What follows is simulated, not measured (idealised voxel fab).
Name of the process module below: voxel self aligned vias
Section cut is 280 nm wide and gridded with 5 nm square cells.
Think of the cross-section as a grid of square cells. We describe it in bands, top to bottom, and each band covers one or more rows of those cells. Band entry format. Leading values: height of top, height of bottom, nm. Remainder: materials in left-to-right order, each with its width in nm. Special words: "throughout" on a single material, which then fills the band edge to edge; "empty", empty space. The reference from which all heights are counted is 0, the level beneath which the as-received wafer is entirely one material; the lowest band, having no lower bound, proceeds downward and is written after the example "top 0, no bottom". Width "30 to 40": first value at the band's top row of cells, second value at its bottom row, equal change from row to row. Where the words "nothing different" appear for a step, the cross-section shows no cell changed by that step; every cell remained as before. You'll see "Enclosed internal cavities" listing empty spaces that have no way open to the top, as long as they're 8 cells or more; the notation is width x height at distance, where the distance is from the left edge, and all of it is in nm. Whatever follows a step's settings on its line is a remark the simulator itself makes about that step. The line of a step may include "overlay nm". On a step with a mask, this value is how far to the right of its planned place the mask lay. A negative value means the mask lay to the left.

Planned step list for the process:
1 RECEIVE (material Si)
2 CONFORMAL_DEP (material SiO2; thk nm 15)
3 CONFORMAL_DEP (material SiCN; thk nm 5)
4 DIRECTIONAL_DEP (material SiO2; thk nm 30)
5 MASKED_ETCH (tone open; mask id LINES; width nm 30; pitch nm 65; etch materials SiO2; depth nm 30; overlay nm 0)
6 CONFORMAL_DEP (material TiN; thk nm 5)
7 FILL_DEP (material Ru; thk nm 5)
8 CMP (height nm 50)
9 SELECTIVE_ETCH (etch materials W Ru TiN; depth nm 5)
10 FILL_DEP (material SiN; thk nm 5)
11 CMP (height nm 50)
12 DIRECTIONAL_DEP (material SiO2; thk nm 15)
13 MASKED_ETCH (tone open; mask id VIAS; width nm 40; pitch nm 130; etch materials SiO2; depth nm 15; overlay nm 0)
14 MASKED_ETCH (tone open; mask id VIAS; width nm 40; pitch nm 130; etch materials SiN; depth nm 5; overlay nm 0)
15 CONFORMAL_DEP (material TiN; thk nm 5)
16 FILL_DEP (material Ru; thk nm 5)
17 CMP (height nm 65)
18 CONFORMAL_DEP (material SiN; thk nm 5)

Account of the first of two wafers, which was processed as intended:

This is the cross-section of the wafer as we received it, i.e. after step 1:
> top 0, no bottom: Si throughout
> Enclosed internal cavities: none

Wafer xsec, post step 2:
> top 15, bottom 0: SiO2 throughout
> No changes below 0.

Wafer xsec, post step 3:
> top 20, bottom 15: SiCN throughout
> No changes below 15.

Wafer xsec, post step 4:
> top 50, bottom 20: SiO2 throughout
> No changes below 20.

Wafer xsec, post step 5:
> top 50, bottom 20: SiO2: 60; empty: 30; SiO2: 35; empty: 30; SiO2: 35; empty: 30; SiO2: 60
> No changes below 20.

Wafer xsec, post step 6:
> top 55, bottom 50: TiN: 65; empty: 20; TiN: 45; empty: 20; TiN: 45; empty: 20; TiN: 65
> top 50, bottom 25: SiO2: 60; TiN: 5; empty: 20; TiN: 5; SiO2: 35; TiN: 5; empty: 20; TiN: 5; SiO2: 35; TiN: 5; empty: 20; TiN: 5; SiO2: 60
> top 25, bottom 20: SiO2: 60; TiN: 30; SiO2: 35; TiN: 30; SiO2: 35; TiN: 30; SiO2: 60
> No changes below 20.

Wafer xsec, post step 7:
> top 60, bottom 55: Ru throughout
> top 55, bottom 50: TiN: 65; Ru: 20; TiN: 45; Ru: 20; TiN: 45; Ru: 20; TiN: 65
> top 50, bottom 25: SiO2: 60; TiN: 5; Ru: 20; TiN: 5; SiO2: 35; TiN: 5; Ru: 20; TiN: 5; SiO2: 35; TiN: 5; Ru: 20; TiN: 5; SiO2: 60
> No changes below 25.

Wafer xsec, post step 8:
> top 50, bottom 25: SiO2: 60; TiN: 5; Ru: 20; TiN: 5; SiO2: 35; TiN: 5; Ru: 20; TiN: 5; SiO2: 35; TiN: 5; Ru: 20; TiN: 5; SiO2: 60
> No changes below 25.

Wafer xsec, post step 9:
> top 50, bottom 45: SiO2: 60; empty: 30; SiO2: 35; empty: 30; SiO2: 35; empty: 30; SiO2: 60
> No changes below 45.

Wafer xsec, post step 10:
> top 55, bottom 50: SiN throughout
> top 50, bottom 45: SiO2: 60; SiN: 30; SiO2: 35; SiN: 30; SiO2: 35; SiN: 30; SiO2: 60
> No changes below 45.

Wafer xsec, post step 11:
> top 50, bottom 45: SiO2: 60; SiN: 30; SiO2: 35; SiN: 30; SiO2: 35; SiN: 30; SiO2: 60
> No changes below 45.

Wafer xsec, post step 12:
> top 65, bottom 50: SiO2 throughout
> No changes below 50.

Wafer xsec, post step 13:
> top 65, bottom 50: SiO2: 55; empty: 40; SiO2: 90; empty: 40; SiO2: 55
> No changes below 50.

Wafer xsec, post step 14:
> top 65, bottom 50: SiO2: 55; empty: 40; SiO2: 90; empty: 40; SiO2: 55
> top 50, bottom 45: SiO2: 60; empty: 30; SiO2: 35; SiN: 30; SiO2: 35; empty: 30; SiO2: 60
> No changes below 45.

Wafer xsec, post step 15:
> top 70, bottom 65: TiN: 60; empty: 30; TiN: 100; empty: 30; TiN: 60
> top 65, bottom 55: SiO2: 55; TiN: 5; empty: 30; TiN: 5; SiO2: 90; TiN: 5; empty: 30; TiN: 5; SiO2: 55
> top 55, bottom 50: SiO2: 55; TiN: 10; empty: 20; TiN: 10; SiO2: 90; TiN: 10; empty: 20; TiN: 10; SiO2: 55
> top 50, bottom 45: SiO2: 60; TiN: 30; SiO2: 35; SiN: 30; SiO2: 35; TiN: 30; SiO2: 60
> No changes below 45.

Wafer xsec, post step 16:
> top 75, bottom 70: Ru throughout
> top 70, bottom 65: TiN: 60; Ru: 30; TiN: 100; Ru: 30; TiN: 60
> top 65, bottom 55: SiO2: 55; TiN: 5; Ru: 30; TiN: 5; SiO2: 90; TiN: 5; Ru: 30; TiN: 5; SiO2: 55
> top 55, bottom 50: SiO2: 55; TiN: 10; Ru: 20; TiN: 10; SiO2: 90; TiN: 10; Ru: 20; TiN: 10; SiO2: 55
> No changes below 50.

Wafer xsec, post step 17:
> top 65, bottom 55: SiO2: 55; TiN: 5; Ru: 30; TiN: 5; SiO2: 90; TiN: 5; Ru: 30; TiN: 5; SiO2: 55
> No changes below 55.

Wafer xsec, post step 18:
> top 70, bottom 65: SiN throughout
> No changes below 65.

Second wafer, same starting state and plan as the first, one mistake in the run, identical through step 10:

Second wafer, sectioned view, at step 11's planned end time:
> top 45, bottom 25: SiO2: 60; TiN: 5; Ru: 20; TiN: 5; SiO2: 35; TiN: 5; Ru: 20; TiN: 5; SiO2: 35; TiN: 5; Ru: 20; TiN: 5; SiO2: 60
> No changes below 25.

Second wafer, sectioned view, at step 12's planned end time:
> top 60, bottom 45: SiO2 throughout
> No changes below 45.

Second wafer, sectioned view, at step 13's planned end time:
> top 60, bottom 45: SiO2: 55; empty: 40; SiO2: 90; empty: 40; SiO2: 55
> No changes below 45.

Second wafer, sectioned view, at step 14's planned end time: nothing different

Second wafer, sectioned view, at step 15's planned end time:
> top 65, bottom 60: TiN: 60; empty: 30; TiN: 100; empty: 30; TiN: 60
> top 60, bottom 50: SiO2: 55; TiN: 5; empty: 30; TiN: 5; SiO2: 90; TiN: 5; empty: 30; TiN: 5; SiO2: 55
> top 50, bottom 45: SiO2: 55; TiN: 40; SiO2: 90; TiN: 40; SiO2: 55
> No changes below 45.

Second wafer, sectioned view, at step 16's planned end time:
> top 70, bottom 65: Ru throughout
> top 65, bottom 60: TiN: 60; Ru: 30; TiN: 100; Ru: 30; TiN: 60
> top 60, bottom 50: SiO2: 55; TiN: 5; Ru: 30; TiN: 5; SiO2: 90; TiN: 5; Ru: 30; TiN: 5; SiO2: 55
> No changes below 50.

Second wafer, sectioned view, at step 17's planned end time:
> top 65, bottom 60: TiN: 60; Ru: 30; TiN: 100; Ru: 30; TiN: 60
> No changes below 60.

Second wafer, sectioned view, at step 18's planned end time:
> top 70, bottom 65: SiN throughout
> No changes below 65.
Misprocessing identified: step 11 was not run as planned; what actually ran was CMP (height nm 45)
Final comparison by cell count, materials where the second wafer has more or fewer than the first: Ru: 4 more | SiN: 6 fewer | SiO2: 38 fewer | TiN: 40 more
